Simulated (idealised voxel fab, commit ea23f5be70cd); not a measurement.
This section sets out a process module, namely voxel self aligned contacts.
Square cell edge 5 nm, section width 160 nm, ID cut.
Cross-sections here: square-cell grids, written as top-down lists of bands, a band being one or more rows of cells. Each band's line starts with the height of the band's top and of its bottom, in nm. Then come its materials from left to right, each with its width in nm. One material with "edge to edge" fills the band from edge to edge. "empty" is empty space. The reference from which all heights are counted is 0, the level beneath which the as-received wafer is entirely one material; the lowest band, having no lower bound, proceeds downward and is written after the example "0 down". Top row gets the first number, bottom row gets the second, and each row in between changes by the same step: that is how a band width like "30 to 40" works. When a step is marked "identical to before", none of the cells in the cross-section changed during that step. "Fully sealed cavities" means: voids of 8 cells or more that are shut off from the top with no open way through. Written width x height at distance, distance from the left edge, in nm. after a step's settings: what the simulator itself notes on the step. overlay nm, on a step with a mask: how far to the right of its planned place the mask lay; to the left if negative.
[Listed below are the process steps as planned]
- 1: op RECEIVE | material Si
- 2: op CONFORMAL_DEP | material SiO2 | thk nm 5
- 3: op DIRECTIONAL_DEP | material polySi | thk nm 20
- 4: op DIRECTIONAL_DEP | material SiN | thk nm 15
- 5: op DIRECTIONAL_DEP | material aC | thk nm 15
- 6: op PATTERN | tone cover | mask id GATE | material resist | width nm 20 | pitch nm 65 | thk nm 30 | overlay nm 0
- 7: op DIRECTIONAL_ETCH | etch materials aC | depth nm 15
- 8: op STRIP | etch materials resist
- 9: op DIRECTIONAL_ETCH | etch materials SiN | depth nm 15
- 10: op DIRECTIONAL_ETCH | etch materials polySi | depth nm 20
- 11: op STRIP | etch materials aC
- 12: op CONFORMAL_DEP | material SiN | thk nm 5
- 13: op DIRECTIONAL_ETCH | etch materials SiN | depth nm 5
- 14: op FILL_DEP | material SiO2 | thk nm 15
- 15: op CMP | height nm 45
- 16: op DIRECTIONAL_DEP | material aC | thk nm 15
- 17: op PATTERN | tone open | mask id CONTACT | material resist | width nm 45 | thk nm 30 | overlay nm 0
- 18: op DIRECTIONAL_ETCH | etch materials aC | depth nm 15
- 19: op STRIP | etch materials resist
- 20: op DIRECTIONAL_ETCH | etch materials SiO2 | depth nm 45
- 21: op STRIP | etch materials aC
- 22: op CONFORMAL_DEP | material TiN | thk nm 5
- 23: op FILL_DEP | material W | thk nm 10
- 24: op CMP | height nm 45
- 25: op CONFORMAL_DEP | material SiCN | thk nm 5
It is noted that the wafers described herein are identical at the outset and are distinguished by the width nm of step 6; the value stated in the plan corresponds to the first wafer.
[As-received cross-section, first of several wafers, post step 1]
0 down  Si edge to edge
Fully sealed cavities: none
[Per-wafer rows below. For each material: cells gained (+) or lost (-) since the wafer was received, as of end of module. Then: closed voids]
width nm 20; +32 SiCN; +52 SiN; +139 SiO2; +25 TiN; +40 W; +32 polySi; Fully sealed cavities: none
width nm 25; +32 SiCN; +58 SiN; +133 SiO2; +25 TiN; +32 W; +40 polySi; Fully sealed cavities: none
width nm 30; +32 SiCN; +64 SiN; +127 SiO2; +25 TiN; +24 W; +48 polySi; Fully sealed cavities: none
width nm 35; +32 SiCN; +70 SiN; +121 SiO2; +25 TiN; +16 W; +56 polySi; Fully sealed cavities: none
width nm 40; +32 SiCN; +76 SiN; +115 SiO2; +25 TiN; +8 W; +64 polySi; Fully sealed cavities: none
width nm 45; +32 SiCN; +82 SiN; +109 SiO2; +25 TiN; +72 polySi; Fully sealed cavities: none
